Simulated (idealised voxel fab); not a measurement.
process module | voxel gate over fins
cross-section cut | 285 nm wide | cells 5 nm
A cross-section is a grid of square cells, given in bands from the top down. A band is one or more rows of cells.
Each band's line starts with the height of the band's top and of its bottom, in nm. Then come its materials from left to right, each with its width in nm. One material with "throughout" fills the band from edge to edge. "air" is empty space.
Height 0 is the level under which the wafer as received is all one material. The lowest band goes on downwards, as in "0 down".
A width such as "30 to 40" changes by the same amount from each row of cells to the next, from the band's top row to its bottom row.
"no change" after a step means that no cell of the cross-section changed.
closed voids: empty space of 8 cells or more with no open way to the top, each as width x height at its distance from the left edge, in nm
after a step's settings: what the simulator itself notes on the step
overlay nm, on a step with a mask: how far to the right of its planned place the mask lay; to the left if negative
Each pair below shows a cross-section before one step and the cross-section after it, down to the lowest band that changed. The line under each pair gives the step between them, with its settings. The pairs can come from different runs of this module on the same starting wafer, so a pair continues from the pair above only where its "before" says so.
before
  20 to 15: air 90 | TiN 45 | air 15 | TiN 45 | air 90
  15 to 10: air 90 | TiN 5 | TiAl 35 | TiN 5 | air 15 | TiN 5 | TiAl 35 | TiN 5 | air 90
  10 to 5: air 90 | TiN 5 | TiAl 5 | TiN 25 | TiAl 5 | TiN 5 | air 15 | TiN 5 | TiAl 5 | TiN 25 | TiAl 5 | TiN 5 | air 90
  5 to 0: TiN 95 | TiAl 5 | TiN 5 | HfO2 15 | TiN 5 | TiAl 5 | TiN 25 | TiAl 5 | TiN 5 | HfO2 15 | TiN 5 | TiAl 5 | TiN 95
  0 to -5: TiAl 100 | TiN 5 | HfO2 5 | Si 5 | HfO2 5 | TiN 5 | TiAl 35 | TiN 5 | HfO2 5 | Si 5 | HfO2 5 | TiN 5 | TiAl 100
  -5 to -10: TiN 105 | HfO2 5 | Si 5 | HfO2 5 | TiN 45 | HfO2 5 | Si 5 | HfO2 5 | TiN 105
  -10 to -15: HfO2 110 | Si 5 | HfO2 55 | Si 5 | HfO2 110
  -15 to -25: SiO2 110 | Si 5 | SiO2 55 | Si 5 | SiO2 110
  -25 to -30: SiO2 110 | Si 5 | SiO2 15 | TiN 15 | SiO2 25 | Si 5 | SiO2 110
  -30 to -40: SiO2 110 | Si 5 | SiO2 55 | Si 5 | SiO2 110
  -40 down: Si throughout
  closed voids: none
after
  30 to 20: W throughout
  20 to 15: W 90 | TiN 45 | W 15 | TiN 45 | W 90
  15 to 10: W 90 | TiN 5 | TiAl 35 | TiN 5 | W 15 | TiN 5 | TiAl 35 | TiN 5 | W 90
  10 to 5: W 90 | TiN 5 | TiAl 5 | TiN 25 | TiAl 5 | TiN 5 | W 15 | TiN 5 | TiAl 5 | TiN 25 | TiAl 5 | TiN 5 | W 90
  below 5: unchanged
  closed voids: none
the step between: op FILL_DEP | material W | thk nm 10
before: the cross-section after the pair above
after
  25 to 20: W throughout
  below 20: unchanged
  closed voids: none
the step between: op CMP | height nm 25
before: the cross-section after the pair above
after
  35 to 25: SiCN throughout
  below 25: unchanged
  closed voids: none
the step between: op CONFORMAL_DEP | material SiCN | thk nm 10
before
  10 to 0: SiO2 105 | SiN 15 | SiO2 15 | air 15 | SiO2 15 | SiN 15 | SiO2 105
  0 to -30: SiO2 110 | Si 5 | SiO2 20 | air 15 | SiO2 20 | Si 5 | SiO2 110
  -30 to -40: SiO2 110 | Si 5 | SiO2 55 | Si 5 | SiO2 110
  -40 down: Si throughout
  closed voids: none
after
  15 to 10: SiCN 140 | air 5 | SiCN 140
  10 to 0: SiO2 105 | SiN 15 | SiO2 15 | SiCN 5 | air 5 | SiCN 5 | SiO2 15 | SiN 15 | SiO2 105
  0 to -25: SiO2 110 | Si 5 | SiO2 20 | SiCN 5 | air 5 | SiCN 5 | SiO2 20 | Si 5 | SiO2 110
  -25 to -30: SiO2 110 | Si 5 | SiO2 20 | SiCN 15 | SiO2 20 | Si 5 | SiO2 110
  below -30: unchanged
  closed voids: none
the step between: op CONFORMAL_DEP | material SiCN | thk nm 5
before: the cross-section after the pair above
after
  25 to 15: W throughout
  15 to 10: SiCN 140 | W 5 | SiCN 140
  10 to 0: SiO2 105 | SiN 15 | SiO2 15 | SiCN 5 | W 5 | SiCN 5 | SiO2 15 | SiN 15 | SiO2 105
  0 to -25: SiO2 110 | Si 5 | SiO2 20 | SiCN 5 | W 5 | SiCN 5 | SiO2 20 | Si 5 | SiO2 110
  below -25: unchanged
  closed voids: none
the step between: op FILL_DEP | material W | thk nm 10
before: the cross-section after the pair above
after
  10 to 0: SiO2 105 | SiN 15 | SiO2 15 | SiCN 5 | W 5 | SiCN 5 | SiO2 15 | SiN 15 | SiO2 105
  below 0: unchanged
  closed voids: none
the step between: op CMP | height nm 10
before: the cross-section after the pair above
after
  10 to 0: SiO2 105 | SiN 15 | SiO2 15 | SiCN 5 | air 5 | SiCN 5 | SiO2 15 | SiN 15 | SiO2 105
  0 to -25: SiO2 110 | Si 5 | SiO2 20 | SiCN 5 | air 5 | SiCN 5 | SiO2 20 | Si 5 | SiO2 110
  below -25: unchanged
  closed voids: none
the step between: op SELECTIVE_ETCH | etch materials W Ru TiN | depth nm 35
before: the cross-section after the pair above
after
  15 to 10: SiO2 throughout
  10 to 0: SiO2 105 | SiN 15 | SiO2 15 | SiCN 5 | SiO2 5 | SiCN 5 | SiO2 15 | SiN 15 | SiO2 105
  0 to -25: SiO2 110 | Si 5 | SiO2 20 | SiCN 5 | SiO2 5 | SiCN 5 | SiO2 20 | Si 5 | SiO2 110
  below -25: unchanged
  closed voids: none
the step between: op FILL_DEP | material SiO2 | thk nm 5
before: the cross-section after the pair above
after
  10 to 0: SiO2 105 | SiN 15 | SiO2 15 | SiCN 5 | SiO2 5 | SiCN 5 | SiO2 15 | SiN 15 | SiO2 105
  below 0: unchanged
  closed voids: none
the step between: op CMP | height nm 10
before: the cross-section after the pair above
after
  10 to 0: air 105 | SiN 15 | air 15 | SiCN 5 | air 5 | SiCN 5 | air 15 | SiN 15 | air 105
  0 to -15: air 110 | Si 5 | air 20 | SiCN 5 | air 5 | SiCN 5 | air 20 | Si 5 | air 110
  below -15: unchanged
  closed voids: none
the step between: op SELECTIVE_ETCH | etch materials SiO2 | depth nm 25
before: the cross-section after the pair above
after
  10 to 0: air 135 | SiCN 5 | air 5 | SiCN 5 | air 135
  below 0: unchanged
  closed voids: none
the step between: op STRIP | etch materials SiN
before: the cross-section after the pair above
after
  15 to 10: air 130 | HfO2 25 | air 130
  10 to 5: air 130 | HfO2 5 | SiCN 5 | HfO2 5 | SiCN 5 | HfO2 5 | air 130
  5 to 0: air 105 | HfO2 15 | air 10 | HfO2 5 | SiCN 5 | HfO2 5 | SiCN 5 | HfO2 5 | air 10 | HfO2 15 | air 105
  0 to -10: air 105 | HfO2 5 | Si 5 | HfO2 5 | air 10 | HfO2 5 | SiCN 5 | HfO2 5 | SiCN 5 | HfO2 5 | air 10 | HfO2 5 | Si 5 | HfO2 5 | air 105
  -10 to -15: HfO2 110 | Si 5 | HfO2 20 | SiCN 5 | HfO2 5 | SiCN 5 | HfO2 20 | Si 5 | HfO2 110
  below -15: unchanged
  closed voids: none
the step between: op CONFORMAL_DEP | material HfO2 | thk nm 5
before: the cross-section after the pair above
after
  20 to 15: air 125 | TiN 35 | air 125
  15 to 10: air 125 | TiN 5 | HfO2 25 | TiN 5 | air 125
  10 to 5: air 100 | TiN 30 | HfO2 5 | SiCN 5 | HfO2 5 | SiCN 5 | HfO2 5 | TiN 30 | air 100
  5 to 0: air 100 | TiN 5 | HfO2 15 | TiN 10 | HfO2 5 | SiCN 5 | HfO2 5 | SiCN 5 | HfO2 5 | TiN 10 | HfO2 15 | TiN 5 | air 100
  0 to -5: air 100 | TiN 5 | HfO2 5 | Si 5 | HfO2 5 | TiN 10 | HfO2 5 | SiCN 5 | HfO2 5 | SiCN 5 | HfO2 5 | TiN 10 | HfO2 5 | Si 5 | HfO2 5 | TiN 5 | air 100
  -5 to -10: TiN 105 | HfO2 5 | Si 5 | HfO2 5 | TiN 10 | HfO2 5 | SiCN 5 | HfO2 5 | SiCN 5 | HfO2 5 | TiN 10 | HfO2 5 | Si 5 | HfO2 5 | TiN 105
  below -10: unchanged
  closed voids: none
the step between: op CONFORMAL_DEP | material TiN | thk nm 5
before: the cross-section after the pair above
after
  25 to 20: air 120 | TiAl 45 | air 120
  20 to 15: air 120 | TiAl 5 | TiN 35 | TiAl 5 | air 120
  15 to 10: air 95 | TiAl 30 | TiN 5 | HfO2 25 | TiN 5 | TiAl 30 | air 95
  10 to 5: air 95 | TiAl 5 | TiN 30 | HfO2 5 | SiCN 5 | HfO2 5 | SiCN 5 | HfO2 5 | TiN 30 | TiAl 5 | air 95
  5 to 0: air 95 | TiAl 5 | TiN 5 | HfO2 15 | TiN 10 | HfO2 5 | SiCN 5 | HfO2 5 | SiCN 5 | HfO2 5 | TiN 10 | HfO2 15 | TiN 5 | TiAl 5 | air 95
  0 to -5: TiAl 100 | TiN 5 | HfO2 5 | Si 5 | HfO2 5 | TiN 10 | HfO2 5 | SiCN 5 | HfO2 5 | SiCN 5 | HfO2 5 | TiN 10 | HfO2 5 | Si 5 | HfO2 5 | TiN 5 | TiAl 100
  below -5: unchanged
  closed voids: none
the step between: op CONFORMAL_DEP | material TiAl | thk nm 5
before: the cross-section after the pair above
after
  30 to 25: air 115 | TiN 55 | air 115
  25 to 20: air 115 | TiN 5 | TiAl 45 | TiN 5 | air 115
  20 to 15: air 90 | TiN 30 | TiAl 5 | TiN 35 | TiAl 5 | TiN 30 | air 90
  15 to 10: air 90 | TiN 5 | TiAl 30 | TiN 5 | HfO2 25 | TiN 5 | TiAl 30 | TiN 5 | air 90
  10 to 5: air 90 | TiN 5 | TiAl 5 | TiN 30 | HfO2 5 | SiCN 5 | HfO2 5 | SiCN 5 | HfO2 5 | TiN 30 | TiAl 5 | TiN 5 | air 90
  5 to 0: TiN 95 | TiAl 5 | TiN 5 | HfO2 15 | TiN 10 | HfO2 5 | SiCN 5 | HfO2 5 | SiCN 5 | HfO2 5 | TiN 10 | HfO2 15 | TiN 5 | TiAl 5 | TiN 95
  below 0: unchanged
  closed voids: none
the step between: op CONFORMAL_DEP | material TiN | thk nm 5
before: the cross-section after the pair above
after
  40 to 30: W throughout
  30 to 25: W 115 | TiN 55 | W 115
  25 to 20: W 115 | TiN 5 | TiAl 45 | TiN 5 | W 115
  20 to 15: W 90 | TiN 30 | TiAl 5 | TiN 35 | TiAl 5 | TiN 30 | W 90
  15 to 10: W 90 | TiN 5 | TiAl 30 | TiN 5 | HfO2 25 | TiN 5 | TiAl 30 | TiN 5 | W 90
  10 to 5: W 90 | TiN 5 | TiAl 5 | TiN 30 | HfO2 5 | SiCN 5 | HfO2 5 | SiCN 5 | HfO2 5 | TiN 30 | TiAl 5 | TiN 5 | W 90
  below 5: unchanged
  closed voids: none
the step between: op FILL_DEP | material W | thk nm 10
before: the cross-section after the pair above
after
  25 to 20: W 115 | TiN 5 | TiAl 45 | TiN 5 | W 115
  below 20: unchanged
  closed voids: none
the step between: op CMP | height nm 25
before: the cross-section after the pair above
after
  35 to 25: SiCN throughout
  below 25: unchanged
  closed voids: none
the step between: op CONFORMAL_DEP | material SiCN | thk nm 10
before
  10 to 0: SiN throughout
  0 down: Si throughout
  closed voids: none
after
  10 to 0: SiN 105 | air 15 | SiN 45 | air 15 | SiN 105
  below 0: unchanged
  closed voids: none
the step between: op MASKED_ETCH | tone open | mask id FINS | width nm 15 | pitch nm 60 | etch materials SiN | depth nm 10 | overlay nm 0
before: the cross-section after the pair above
after
  10 to 0: SiN 105 | air 15 | SiN 45 | air 15 | SiN 105
  0 to -5: Si 100 | SiO2 25 | Si 35 | SiO2 25 | Si 100
  below -5: unchanged
  closed voids: none
the step between: op OXIDIZE | depth nm 5
before: the cross-section after the pair above
after
  20 to 10: SiO2 throughout
  10 to 0: SiN 105 | SiO2 15 | SiN 45 | SiO2 15 | SiN 105
  below 0: unchanged
  closed voids: none
the step between: op FILL_DEP | material SiO2 | thk nm 10
before: the cross-section after the pair above
after
  10 to 0: SiN 105 | SiO2 15 | SiN 45 | SiO2 15 | SiN 105
  below 0: unchanged
  closed voids: none
the step between: op CMP | height nm 10
before: the cross-section after the pair above
after
  30 to 10: resist 135 | air 15 | resist 135
  below 10: unchanged
  closed voids: none
the step between: op PATTERN | tone open | mask id RAIL | material resist | width nm 15 | thk nm 20 | overlay nm 0
before: the cross-section after the pair above
after
  10 to 0: SiN 105 | SiO2 15 | SiN 45 | SiO2 15 | SiN 105
  below 0: unchanged
  closed voids: none
the step between: op STRIP | etch materials resist
before: the cross-section after the pair above
after
  15 to 10: TiN throughout
  below 10: unchanged
  closed voids: none
the step between: op CONFORMAL_DEP | material TiN | thk nm 5
before: the cross-section after the pair above
after
  25 to 15: W throughout
  below 15: unchanged
  closed voids: none
the step between: op FILL_DEP | material W | thk nm 10
before: the cross-section after the pair above
after
  10 to 0: SiN 105 | SiO2 15 | SiN 45 | SiO2 15 | SiN 105
  below 0: unchanged
  closed voids: none
the step between: op CMP | height nm 10
before: the cross-section after the pair above
after
  15 to 10: SiO2 throughout
  below 10: unchanged
  closed voids: none
the step between: op FILL_DEP | material SiO2 | thk nm 5
before: the cross-section after the pair above
after
  10 to 0: SiN 105 | SiO2 15 | SiN 45 | SiO2 15 | SiN 105
  below 0: unchanged
  closed voids: none
the step between: op CMP | height nm 10
before: the cross-section after the pair above
after
  10 to 0: SiN 105 | air 15 | SiN 45 | air 15 | SiN 105
  0 to -5: Si 100 | air 25 | Si 35 | air 25 | Si 100
  below -5: unchanged
  closed voids: none
the step between: op SELECTIVE_ETCH | etch materials SiO2 | depth nm 25
before: the cross-section after the pair above
after
  0 to -5: Si 100 | air 25 | Si 35 | air 25 | Si 100
  below -5: unchanged
  closed voids: none
the step between: op STRIP | etch materials SiN
before: the cross-section after the pair above
after
  5 to 0: HfO2 105 | air 15 | HfO2 45 | air 15 | HfO2 105
  0 to -5: Si 100 | HfO2 25 | Si 35 | HfO2 25 | Si 100
  below -5: unchanged
  closed voids: none
the step between: op CONFORMAL_DEP | material HfO2 | thk nm 5
before: the cross-section after the pair above
after
  10 to 5: TiN 110 | air 5 | TiN 55 | air 5 | TiN 110
  5 to 0: HfO2 105 | TiN 15 | HfO2 45 | TiN 15 | HfO2 105
  below 0: unchanged
  closed voids: none
the step between: op CONFORMAL_DEP | material TiN | thk nm 5
before: the cross-section after the pair above
after
  15 to 10: TiAl throughout
  10 to 5: TiN 110 | TiAl 5 | TiN 55 | TiAl 5 | TiN 110
  below 5: unchanged
  closed voids: none
the step between: op CONFORMAL_DEP | material TiAl | thk nm 5
before: the cross-section after the pair above
after
  20 to 15: TiN throughout
  below 15: unchanged
  closed voids: none
the step between: op CONFORMAL_DEP | material TiN | thk nm 5
before: the cross-section after the pair above
after
  30 to 20: W throughout
  below 20: unchanged
  closed voids: none
the step between: op FILL_DEP | material W | thk nm 10
before: the cross-section after the pair above
after
  25 to 20: W throughout
  below 20: unchanged
  closed voids: none
the step between: op CMP | height nm 25
before: the cross-section after the pair above
after
  35 to 25: SiCN throughout
  below 25: unchanged
  closed voids: none
the step between: op CONFORMAL_DEP | material SiCN | thk nm 10
